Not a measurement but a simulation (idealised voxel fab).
The process module presented herein is designated voxel transistor to metal.
Section shown: cut. Width: 150 nm. Cell size: 5 nm, square.
A cross-section is a grid of square cells, given in bands from the top down. A band is one or more rows of cells. What a band's entry tells you: where the top is and where the bottom is, as heights in nm, and after that what lies inside, material by material from left to right, each with its width in nm. Empty space is written as the word "blank", and a single material marked with the word "all across" occupies the band from edge to edge. Basically, 0 is our baseline, since under it the wafer straight out of the box is all one material. The bottom band has no lower end and keeps on going down, so it looks like "0..down". Graded width ("30->40"): value in top row of band = first number; value in bottom row = second number; row-to-row change constant. "nothing got changed" for a step: no cell of the cross-section changed in that step. This entry, "Sealed-off cavities", enumerates those empty regions of no fewer than 8 cells that possess no open connection to the top. Each region is reported in the form width x height at distance, the distance being taken from the left edge, with all three quantities expressed in nm. If you see something after the settings on a step's line, that's the simulator's own remark about that step. The optional step-line setting "overlay nm" applies to steps with a mask and quantifies how far to the right of its planned location the mask lay, a negative value indicating leftward placement.

### The following list gives the planned process steps
| 1 | RECEIVE [material Si] |
| 2 | OXIDIZE [depth nm 5] |
| 3 | CONFORMAL_DEP [material SiN] [thk nm 15] |
| 4 | PATTERN [tone cover] [mask id ACTIVE] [material resist] [width nm 90] [thk nm 20] [overlay nm 0] |
| 5 | DIRECTIONAL_ETCH [etch materials SiN] [depth nm 15] |
| 6 | DIRECTIONAL_ETCH [etch materials SiO2] [depth nm 5] |
| 7 | DIRECTIONAL_ETCH [etch materials Si] [depth nm 25] |
| 8 | STRIP [etch materials resist] |
| 9 | FILL_DEP [material SiO2] [thk nm 5] |
| 10 | CMP [height nm 15] |
| 11 | SELECTIVE_ETCH [etch materials SiO2] [depth nm 15] |
| 12 | STRIP [etch materials SiN] |
| 13 | SELECTIVE_ETCH [etch materials SiO2] [depth nm 5] |
| 14 | OXIDIZE [depth nm 5] |
| 15 | DIRECTIONAL_DEP [material polySi] [thk nm 25] |
| 16 | DIRECTIONAL_DEP [material SiCN] [thk nm 15] |
| 17 | MASKED_ETCH [tone cover] [mask id GATE] [width nm 20] [etch materials SiCN] [depth nm 25] [overlay nm 0] |
| 18 | MASKED_ETCH [tone cover] [mask id GATE] [width nm 20] [etch materials polySi] [depth nm 35] [overlay nm 0] |
| 19 | CONFORMAL_DEP [material SiN] [thk nm 10] |
| 20 | DIRECTIONAL_ETCH [etch materials SiN] [depth nm 10] |
| 21 | DIRECTIONAL_ETCH [etch materials SiO2] [depth nm 5] |
| 22 | DIRECTIONAL_ETCH [etch materials Si] [depth nm 5] |
| 23 | EPI [material SiGe] [thk nm 10] |
| 24 | FILL_DEP [material SiO2] [thk nm 5] |
| 25 | CMP [height nm 35] |
| 26 | DIRECTIONAL_DEP [material SiO2] [thk nm 15] |
| 27 | PATTERN [tone open] [mask id CONTACT] [material resist] [width nm 15] [pitch nm 65] [thk nm 20] [overlay nm 0] |
| 28 | DIRECTIONAL_ETCH [etch materials SiO2] [depth nm 55] |
| 29 | STRIP [etch materials resist] |
| 30 | CONFORMAL_DEP [material TiN] [thk nm 5] |
| 31 | FILL_DEP [material W] [thk nm 10] |
| 32 | CMP [height nm 50] |
| 33 | DIRECTIONAL_DEP [material TiN] [thk nm 5] |
| 34 | DIRECTIONAL_DEP [material Ru] [thk nm 25] |
| 35 | DIRECTIONAL_DEP [material aC] [thk nm 10] |
| 36 | PATTERN [tone cover] [mask id METAL_1] [material resist] [width nm 15] [pitch nm 65] [thk nm 25] [overlay nm 0] |
| 37 | DIRECTIONAL_ETCH [etch materials aC] [depth nm 10] |
| 38 | STRIP [etch materials resist] |
| 39 | DIRECTIONAL_ETCH [etch materials Ru] [depth nm 25] |
| 40 | DIRECTIONAL_ETCH [etch materials TiN] [depth nm 5] |
| 41 | STRIP [etch materials aC] |
| 42 | CONFORMAL_DEP [material SiN] [thk nm 5] |
| 43 | FILL_DEP [material SiO2] [thk nm 5] |
| 44 | CMP [height nm 80] |
| 45 | CONFORMAL_DEP [material SiCN] [thk nm 5] |
| 46 | DIRECTIONAL_DEP [material SiO2] [thk nm 35] |
| 47 | PATTERN [tone open] [mask id METAL_2] [material resist] [width nm 15] [pitch nm 65] [thk nm 20] [overlay nm 0] |
| 48 | DIRECTIONAL_ETCH [etch materials SiO2] [depth nm 20] |
| 49 | STRIP [etch materials resist] |
| 50 | PATTERN [tone open] [mask id METAL_2_HOLES] [material resist] [width nm 15] [pitch nm 65] [thk nm 20] [overlay nm 0] |
| 51 | DIRECTIONAL_ETCH [etch materials SiO2] [depth nm 15] |
| 52 | DIRECTIONAL_ETCH [etch materials SiCN] [depth nm 5] |
| 53 | STRIP [etch materials resist] |
| 54 | CONFORMAL_DEP [material TiN] [thk nm 5] |
| 55 | FILL_DEP [material Ru] [thk nm 10] |
| 56 | CMP [height nm 120] |
| 57 | CONFORMAL_DEP [material SiN] [thk nm 5] |

### Here's what the wafer looked like in cross-section when it arrived - that's after step 1
* 0..down: Si all across
* Sealed-off cavities: none

### Cross-section, first of two wafers, end of module, run as planned
* 125..120: SiN all across
* 120..85: SiO2: 35 / TiN: 5 / Ru: 5 / TiN: 5 / SiO2: 50 / TiN: 5 / Ru: 5 / TiN: 5 / SiO2: 35
* 85..80: SiCN: 35 / TiN: 15 / SiCN: 50 / TiN: 15 / SiCN: 35
* 80..55: SiO2: 30 / SiN: 5 / Ru: 15 / SiN: 5 / SiO2: 40 / SiN: 5 / Ru: 15 / SiN: 5 / SiO2: 30
* 55..50: SiN: 35 / TiN: 15 / SiN: 50 / TiN: 15 / SiN: 35
* 50..35: SiO2: 35 / TiN: 5 / W: 5 / TiN: 5 / SiO2: 50 / TiN: 5 / W: 5 / TiN: 5 / SiO2: 35
* 35..20: SiO2: 35 / TiN: 5 / W: 5 / TiN: 5 / SiO2: 5 / SiN: 10 / SiCN: 20 / SiN: 10 / SiO2: 5 / TiN: 5 / W: 5 / TiN: 5 / SiO2: 35
* 20..5: SiO2: 35 / TiN: 5 / W: 5 / TiN: 5 / SiO2: 5 / SiN: 10 / polySi: 20 / SiN: 10 / SiO2: 5 / TiN: 5 / W: 5 / TiN: 5 / SiO2: 35
* 5..0: SiO2: 35 / TiN: 15 / SiO2: 5 / SiN: 10 / polySi: 20 / SiN: 10 / SiO2: 5 / TiN: 15 / SiO2: 35
* 0..-5: SiO2: 35 / TiN: 10 / SiGe: 10 / SiN: 10 / polySi: 20 / SiN: 10 / SiGe: 10 / TiN: 10 / SiO2: 35
* -5..-10: SiO2: 25 / SiGe: 30 / SiO2: 40 / SiGe: 30 / SiO2: 25
* -10..-15: SiO2: 30 / SiGe: 25 / Si: 40 / SiGe: 25 / SiO2: 30
* -15..-30: SiO2: 30 / Si: 90 / SiO2: 30
* -30..down: Si all across
* Sealed-off cavities: none

### Second of two wafers, module complete, sectioned: it shares the first wafer's start and plan but was run with one mistake
* 125..120: SiN all across
* 120..85: SiO2: 35 / TiN: 5 / Ru: 5 / TiN: 5 / SiO2: 50 / TiN: 5 / Ru: 5 / TiN: 5 / SiO2: 35
* 85..80: SiCN: 35 / TiN: 15 / SiCN: 50 / TiN: 15 / SiCN: 35
* 80..55: SiO2: 30 / SiN: 5 / Ru: 15 / SiN: 5 / SiO2: 40 / SiN: 5 / Ru: 15 / SiN: 5 / SiO2: 30
* 55..50: SiN: 35 / TiN: 15 / SiN: 50 / TiN: 15 / SiN: 35
* 50..35: SiO2: 35 / TiN: 5 / W: 5 / TiN: 5 / SiO2: 50 / TiN: 5 / W: 5 / TiN: 5 / SiO2: 35
* 35..20: SiO2: 35 / TiN: 5 / W: 5 / TiN: 5 / SiO2: 5 / SiN: 10 / SiCN: 20 / SiN: 10 / SiO2: 5 / TiN: 5 / W: 5 / TiN: 5 / SiO2: 35
* 20..5: SiO2: 35 / TiN: 5 / W: 5 / TiN: 5 / SiO2: 5 / SiN: 10 / polySi: 20 / SiN: 10 / SiO2: 5 / TiN: 5 / W: 5 / TiN: 5 / SiO2: 35
* 5..0: SiO2: 35 / TiN: 15 / SiO2: 5 / SiN: 10 / polySi: 20 / SiN: 10 / SiO2: 5 / TiN: 15 / SiO2: 35
* 0..-5: SiO2: 35 / TiN: 10 / SiGe: 10 / SiN: 10 / polySi: 20 / SiN: 10 / SiGe: 10 / TiN: 10 / SiO2: 35
* -5..-10: SiO2: 25 / SiGe: 30 / SiO2: 40 / SiGe: 30 / SiO2: 25
* -10..-15: SiO2: 30 / SiGe: 25 / Si: 40 / SiGe: 25 / SiO2: 30
* -15..-55: SiO2: 30 / Si: 90 / SiO2: 30
* -55..down: Si all across
* Sealed-off cavities: none
Misprocessing identified: step 7 of the plan saw execution twice
Final tally in cells, some materials are higher or lower on the second wafer than on the first: 60 fewer of Si; 60 more of SiO2
